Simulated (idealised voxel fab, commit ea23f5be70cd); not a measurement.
Process module in this document: voxel fin reveal
FYI the section here is cut, 155 nm wide, cells are 5 nm squares.
The cross-sections in this document take the form of a grid made of square cells. They are written out as bands, in order from top to bottom. Each band consists of one or more rows of cells. The band entry comprises the height of the band's top followed by the height of its bottom, expressed in nm, and subsequently the band's materials from left to right, each stated together with its width in nm. Where a single material is marked with the word "throughout", that material fills the band from edge to edge. The word "blank" represents empty space. All heights in this document are referenced to 0, defined as the level beneath which the wafer, as received, consists entirely of one material. The lowest band is not bounded below; it extends indefinitely downward and is written in the form "top 0, no bottom". When a width is written as two numbers, as in "30 to 40", the first number is the width in the top row of cells of the band and the second is the width in its bottom row, and the width changes by the same amount from each row to the next. Basically "nothing changed" means that step didn't change any cell in the cross-section. Any empty space of 8 cells or more lacking an open way to the top shows up in "Closed void catalog" as width x height at distance, distance from the left edge, in nm. Note: text after step settings on the step line = simulator remark on that step. overlay nm: where the mask lay relative to plan, measured to the right, on steps with a mask; negatives go left.

These are the steps we planned for the process:
1. op RECEIVE | material Si
2. op CONFORMAL_DEP | material SiN | thk nm 10
3. op MASKED_ETCH | tone cover | mask id FINS | width nm 15 | pitch nm 35 | etch materials SiN | depth nm 10 | overlay nm 0
4. op MASKED_ETCH | tone cover | mask id FINS | width nm 15 | pitch nm 35 | etch materials Si | depth nm 30 | overlay nm -15
5. op OXIDIZE | depth nm 5
6. op FILL_DEP | material SiO2 | thk nm 15
7. op CMP | height nm 10
8. op SELECTIVE_ETCH | etch materials SiO2 | depth nm 25
9. op STRIP | etch materials SiN
varied across the wafers: overlay nm of step 4. The plan shows the first wafer's value. All wafers start alike

Cross-section of the first of several wafers on receipt, reflecting completion of step 1:
- top 0, no bottom  Si throughout
- Closed void catalog: none

Here's the first of several wafers in cross-section, end of the module, after the last step, step 9:
- top 0, bottom -5  blank (40); Si (5); blank (30); Si (5); blank (30); Si (5); blank (40)
- top -5, bottom -15  blank (25); Si (20); blank (15); Si (20); blank (15); Si (20); blank (40)
- top -15, bottom -35  SiO2 (25); Si (20); SiO2 (15); Si (20); SiO2 (15); Si (20); SiO2 (40)
- top -35, no bottom  Si throughout
- Closed void catalog: none

End of module, last wafer sectioned:
- top 0, bottom -5  blank (40); Si (5); blank (30); Si (5); blank (30); Si (5); blank (40)
- top -5, bottom -15  blank (40); Si (20); blank (15); Si (20); blank (15); Si (20); blank (25)
- top -15, bottom -35  SiO2 (40); Si (20); SiO2 (15); Si (20); SiO2 (15); Si (20); SiO2 (25)
- top -35, no bottom  Si throughout
- Closed void catalog: none

Rows = wafers. At module end, each row lists per material the cells gained (+) or lost (-) since the wafer was received, then the closed voids:
overlay nm -15 | -142 Si | +76 SiO2 | Closed void catalog: none
overlay nm -10 | -160 Si | +88 SiO2 | Closed void catalog: none
overlay nm -5 | -178 Si | +100 SiO2 | Closed void catalog: none
overlay nm 0 | -196 Si | +112 SiO2 | Closed void catalog: none
overlay nm 5 | -178 Si | +100 SiO2 | Closed void catalog: none
overlay nm 10 | -160 Si | +88 SiO2 | Closed void catalog: none
overlay nm 15 | -142 Si | +76 SiO2 | Closed void catalog: none
